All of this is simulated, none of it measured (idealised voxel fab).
Module name: voxel gate over fins (process module)
This is section cut - it's 250 nm across, gridded in 5 nm square cells.
Think of the cross-section as a grid of square cells. We describe it in bands, top to bottom, and each band covers one or more rows of those cells. Band entry format. Leading values: height of top, height of bottom, nm. Remainder: materials in left-to-right order, each with its width in nm. Special words: "all across" on a single material, which then fills the band edge to edge; "blank", empty space. Zero point of the height axis is 0; under it, received wafer = one material. Lowest band: continues down indefinitely, "0 nm and below". With a width like "30..40", each row of cells in the band differs from the next by the same amount, the top row carrying the first number and the bottom row the second. Basically "no alterations made" means that step didn't change any cell in the cross-section. The label "Closed-off voids" introduces a list of the empty spaces, 8 cells or larger, that have no open way up to the top; each entry in it reads width x height at distance, where the distance is taken from the left edge and all three are stated in nm. On each step's line, the part that comes after the settings is the simulator's own comment on the step. Regarding "overlay nm": on a step with a mask, it is the distance the mask lay to the right of its planned place; a negative value places it to the left.

**List of planned process steps**
1. RECEIVE | material Si
2. CONFORMAL_DEP | material SiN | thk nm 10
3. DIRECTIONAL_DEP | material aC | thk nm 15
4. PATTERN | tone cover | mask id FINS | material resist | width nm 15 | pitch nm 35 | thk nm 35 | overlay nm 0
5. DIRECTIONAL_ETCH | etch materials aC | depth nm 15
6. STRIP | etch materials resist
7. DIRECTIONAL_ETCH | etch materials SiN | depth nm 10
8. DIRECTIONAL_ETCH | etch materials Si | depth nm 30
9. STRIP | etch materials aC
10. OXIDIZE | depth nm 5
11. FILL_DEP | material SiO2 | thk nm 5
12. CMP | height nm 10
13. SELECTIVE_ETCH | etch materials SiO2 | depth nm 25
14. STRIP | etch materials SiN
15. CONFORMAL_DEP | material HfO2 | thk nm 5
16. CONFORMAL_DEP | material TiN | thk nm 5
17. FILL_DEP | material W | thk nm 15
18. CMP | height nm 20
19. CONFORMAL_DEP | material SiCN | thk nm 5

**As-received wafer cross-section (after step 1)**
	0 nm and below | Si all across
	Closed-off voids: none

**One mistake in running the module, otherwise start and plan as above: cross-section at the end**
	25 nm to 20 nm | SiCN all across
	20 nm to 10 nm | W all across
	10 nm to 5 nm | W=90 / TiN=25 / W=10 / TiN=25 / W=100
	5 nm to 0 nm | W=90 / TiN=5 / HfO2=15 / TiN=5 / W=10 / TiN=5 / HfO2=15 / TiN=5 / W=100
	0 nm to -5 nm | W=90 / TiN=5 / HfO2=5 / Si=5 / HfO2=5 / TiN=5 / W=10 / TiN=5 / HfO2=5 / Si=5 / HfO2=5 / TiN=5 / W=100
	-5 nm to -10 nm | TiN=95 / HfO2=5 / Si=5 / HfO2=5 / TiN=20 / HfO2=5 / Si=5 / HfO2=5 / TiN=105
	-10 nm to -15 nm | HfO2=100 / Si=5 / HfO2=30 / Si=5 / HfO2=110
	-15 nm to -35 nm | SiO2=100 / Si=5 / SiO2=30 / Si=5 / SiO2=110
	-35 nm and below | Si all across
	Closed-off voids: none
The plan and the run diverged here: it should be noted that step 4 was executed with settings other than those planned, the operation and settings actually applied being PATTERN | tone cover | mask id FINS | material resist | width nm 15 | pitch nm 35 | thk nm 35 | overlay nm -5
